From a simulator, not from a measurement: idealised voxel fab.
process module | voxel wiring stack
cross-section cut | 180 nm wide | cells 5 nm
A cross-section is a grid of square cells, given in bands from the top down. A band is one or more rows of cells.
Each band's line starts with the height of the band's top and of its bottom, in nm. Then come its materials from left to right, each with its width in nm. One material with "throughout" fills the band from edge to edge. "air" is empty space.
Height 0 is the level under which the wafer as received is all one material. The lowest band goes on downwards, as in "0 down".
A width such as "30 to 40" changes by the same amount from each row of cells to the next, from the band's top row to its bottom row.
"no change" after a step means that no cell of the cross-section changed.
closed voids: empty space of 8 cells or more with no open way to the top, each as width x height at its distance from the left edge, in nm
after a step's settings: what the simulator itself notes on the step
overlay nm, on a step with a mask: how far to the right of its planned place the mask lay; to the left if negative
plan
1 op RECEIVE | material Si
2 op CONFORMAL_DEP | material SiO2 | thk nm 15
3 op DIRECTIONAL_DEP | material TiN | thk nm 5
4 op DIRECTIONAL_DEP | material W | thk nm 20
5 op PATTERN | tone cover | mask id METAL_1 | material resist | width nm 15 | pitch nm 45 | thk nm 15 | overlay nm 0
6 op DIRECTIONAL_ETCH | etch materials W | depth nm 20
7 op DIRECTIONAL_ETCH | etch materials TiN | depth nm 5
8 op STRIP | etch materials resist
9 op CONFORMAL_DEP | material SiCN | thk nm 5
10 op FILL_DEP | material SiO2 | thk nm 5
11 op CMP | height nm 40
12 op CONFORMAL_DEP | material SiCN | thk nm 5
13 op DIRECTIONAL_DEP | material lowk | thk nm 25
14 op MASKED_ETCH | tone open | mask id METAL_2 | width nm 20 | pitch nm 45 | etch materials lowk | depth nm 15 | overlay nm 0
15 op PATTERN | tone open | mask id METAL_2_HOLES | material resist | width nm 15 | thk nm 20 | overlay nm 0
16 op DIRECTIONAL_ETCH | etch materials lowk | depth nm 10
17 op DIRECTIONAL_ETCH | etch materials SiCN | depth nm 5
18 op STRIP | etch materials resist
19 op CONFORMAL_DEP | material TiN | thk nm 5
20 op FILL_DEP | material Cu | thk nm 5
21 op CMP | height nm 70
22 op CONFORMAL_DEP | material SiN | thk nm 5
varied across the wafers: width nm of step 5. The plan shows the first wafer's value. All wafers start alike
first wafer as received, after step 1
  0 down: Si throughout
  closed voids: none
each wafer at the end: cells of each material gained (+) or lost (-) since it was received, then its closed voids
width nm 15 | +11 Cu | +79 SiCN | +36 SiN | +212 SiO2 | +28 TiN | +24 W | +150 lowk | closed voids: none
width nm 20 | +11 Cu | +77 SiCN | +36 SiN | +204 SiO2 | +30 TiN | +32 W | +150 lowk | closed voids: none
width nm 25 | +11 Cu | +75 SiCN | +36 SiN | +196 SiO2 | +32 TiN | +40 W | +150 lowk | closed voids: none
width nm 30 | +11 Cu | +73 SiCN | +36 SiN | +188 SiO2 | +34 TiN | +48 W | +150 lowk | closed voids: none
